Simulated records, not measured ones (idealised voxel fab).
voxel released beams: a process module
FYI the section here is cut, 195 nm wide, cells are 5 nm squares.
Cross-sections here: square-cell grids, written as top-down lists of bands, a band being one or more rows of cells. Per band: top height and bottom height in nm, followed by the left-to-right materials and their widths in nm; "throughout" marks a single material spanning edge to edge, "empty" marks empty space. Note: height 0 marks the level under which the wafer is uniformly one material as received. Lowest band unbounded below, written "0..down". Read "30..40" as a graded width: first number on top, second number at the bottom, same change between each pair of neighbouring rows. You'll sometimes find "nothing altered" written for a step, and that's the way of saying that nowhere in the cross-section did a cell change during that step. This entry, "Enclosed empty spaces", enumerates those empty regions of no fewer than 8 cells that possess no open connection to the top. Each region is reported in the form width x height at distance, the distance being taken from the left edge, with all three quantities expressed in nm. On a step's line, text after the settings is the simulator commenting on that step. If you see "overlay nm" on a step's line and that step has a mask, it's telling you how far right of where it was planned the mask ended up; a negative number means it went left instead.

[Listed below are the process steps as planned]
1,RECEIVE [material Si]
2,CONFORMAL_DEP [material SiN] [thk nm 10]
3,DIRECTIONAL_DEP [material SiO2] [thk nm 10]
4,DIRECTIONAL_DEP [material aC] [thk nm 10]
5,PATTERN [tone open] [mask id ANCHOR] [material resist] [width nm 45] [thk nm 25] [overlay nm 0]
6,DIRECTIONAL_ETCH [etch materials aC] [depth nm 10]
7,STRIP [etch materials resist]
8,DIRECTIONAL_ETCH [etch materials SiO2] [depth nm 10]
9,STRIP [etch materials aC]
10,CONFORMAL_DEP [material polySi] [thk nm 15]
11,DIRECTIONAL_DEP [material aC] [thk nm 15]
12,PATTERN [tone cover] [mask id BEAM] [material resist] [width nm 100] [thk nm 30] [overlay nm 0]
13,DIRECTIONAL_ETCH [etch materials aC] [depth nm 15]
14,STRIP [etch materials resist]
15,DIRECTIONAL_ETCH [etch materials polySi] [depth nm 15]
16,STRIP [etch materials aC]
17,STRIP [etch materials SiO2]

[As-received wafer cross-section (after step 1)]
- 0..down  Si throughout
- Enclosed empty spaces: none

[First of two wafers, end-of-module section, run followed plan]
- 35..25  45 nm empty | 20 nm polySi | 15 nm empty | 65 nm polySi | 50 nm empty
- 25..20  45 nm empty | 100 nm polySi | 50 nm empty
- 20..10  50 nm empty | 45 nm polySi | 100 nm empty
- 10..0  SiN throughout
- 0..down  Si throughout
- Enclosed empty spaces: none

[Cross-sectional view: second of two wafers, end of module; start and plan identical to the first, one mistake in running]
- 35..25  45 nm empty | 65 nm polySi | 85 nm empty
- 25..20  45 nm empty | 100 nm polySi | 50 nm empty
- 20..10  35 nm empty | 15 nm polySi | 45 nm SiO2 | 50 nm polySi | 50 nm empty
- 10..0  SiN throughout
- 0..down  Si throughout
- Enclosed empty spaces: none
Run error: the process deviated at step 5: the operation and settings actually run there were PATTERN [tone cover] [mask id ANCHOR] [material resist] [width nm 45] [thk nm 25] [overlay nm 0]
Wafer comparison, final, in cells, second relative to first, materials more or fewer: SiO2: 18 more
